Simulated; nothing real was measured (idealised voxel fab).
This section sets out a process module, namely voxel gate over fins.
For reference, the cross-section in this document is cut, with width 260 nm and square cells of 5 nm.
Cross-section = grid of square cells, listed top down in bands; band = one or more rows.
The entry gives the band's vertical extent as a top height and a bottom height in nm, then its horizontal make-up as materials from left to right, each with a width in nm. "empty" stands for empty space; a single material marked "throughout" fills the band edge to edge.
Basically, 0 is our baseline, since under it the wafer straight out of the box is all one material. The bottom band has no lower end and keeps on going down, so it looks like "from 0 down".
The notation "30 to 40" denotes a width that varies across the rows of cells in the band, beginning at the first number in the top row, finishing at the second number in the bottom row, and changing by an identical amount from each row to the next.
Given "no alterations made" for a step, no cell of the cross-section differs between before and after that step.
"Closed void table" lists enclosed empty spaces (at least 8 cells, no open path upward to the top), each as width x height at distance from the left edge, in nm.
That trailing text on a step's line, after the settings, is the simulator's own remark on the step.
The optional step-line setting "overlay nm" applies to steps with a mask and quantifies how far to the right of its planned location the mask lay, a negative value indicating leftward placement.

SET OUT BELOW ARE THE PLANNED STEPS OF THE PROCESS
1,op RECEIVE | material Si
2,op CONFORMAL_DEP | material SiN | thk nm 5
3,op DIRECTIONAL_DEP | material aC | thk nm 15
4,op PATTERN | tone cover | mask id FINS | material resist | width nm 15 | pitch nm 40 | thk nm 30 | overlay nm 0
5,op DIRECTIONAL_ETCH | etch materials aC | depth nm 15
6,op STRIP | etch materials resist
7,op DIRECTIONAL_ETCH | etch materials SiN | depth nm 5
8,op DIRECTIONAL_ETCH | etch materials Si | depth nm 35
9,op STRIP | etch materials aC
10,op OXIDIZE | depth nm 5
11,op FILL_DEP | material SiO2 | thk nm 10
12,op CMP | height nm 5
13,op SELECTIVE_ETCH | etch materials SiO2 | depth nm 15
14,op STRIP | etch materials SiN
15,op CONFORMAL_DEP | material HfO2 | thk nm 5
16,op CONFORMAL_DEP | material TiN | thk nm 5
17,op FILL_DEP | material W | thk nm 15
18,op CMP | height nm 20
19,op CONFORMAL_DEP | material SiCN | thk nm 10

WAFER AT RECEIPT (POST STEP 1), CROSS-SECTION
    from 0 down | Si throughout
    Closed void table: none

END-OF-MODULE XS, FIRST OF TWO WAFERS, RUN AS PLANNED
    from 30 to 20 | SiCN throughout
    from 20 to 10 | W throughout
    from 10 to 5 | W=55, then TiN=25, then W=15, then TiN=25, then W=15, then TiN=25, then W=15, then TiN=25, then W=60
    from 5 to 0 | W=55, then TiN=5, then HfO2=15, then TiN=5, then W=15, then TiN=5, then HfO2=15, then TiN=5, then W=15, then TiN=5, then HfO2=15, then TiN=5, then W=15, then TiN=5, then HfO2=15, then TiN=5, then W=60
    from 0 to -5 | TiN=60, then HfO2=5, then Si=5, then HfO2=5, then TiN=25, then HfO2=5, then Si=5, then HfO2=5, then TiN=25, then HfO2=5, then Si=5, then HfO2=5, then TiN=25, then HfO2=5, then Si=5, then HfO2=5, then TiN=65
    from -5 to -10 | HfO2=65, then Si=5, then HfO2=35, then Si=5, then HfO2=35, then Si=5, then HfO2=35, then Si=5, then HfO2=70
    from -10 to -40 | SiO2=65, then Si=5, then SiO2=35, then Si=5, then SiO2=35, then Si=5, then SiO2=35, then Si=5, then SiO2=70
    from -40 down | Si throughout
    Closed void table: none

SECOND WAFER CROSS-SECTION AT END OF MODULE - SHARED START AND PLAN WITH THE FIRST, ONE MISTAKE IN THE RUN
    from 30 to 20 | SiCN throughout
    from 20 to 5 | W throughout
    from 5 to 0 | W=60, then TiN=15, then W=25, then TiN=15, then W=25, then TiN=15, then W=25, then TiN=15, then W=65
    from 0 to -5 | W=60, then TiN=5, then Si=5, then TiN=5, then W=25, then TiN=5, then Si=5, then TiN=5, then W=25, then TiN=5, then Si=5, then TiN=5, then W=25, then TiN=5, then Si=5, then TiN=5, then W=65
    from -5 to -10 | TiN=65, then Si=5, then TiN=35, then Si=5, then TiN=35, then Si=5, then TiN=35, then Si=5, then TiN=70
    from -10 to -40 | SiO2=65, then Si=5, then SiO2=35, then Si=5, then SiO2=35, then Si=5, then SiO2=35, then Si=5, then SiO2=70
    from -40 down | Si throughout
    Closed void table: none
The mistake made against the process plan was this: heads up, step 15 of the plan was skipped and never actually ran
End check, counted in cells, second wafer has more or fewer of these materials than the first: HfO2: 68 fewer, W: 68 more
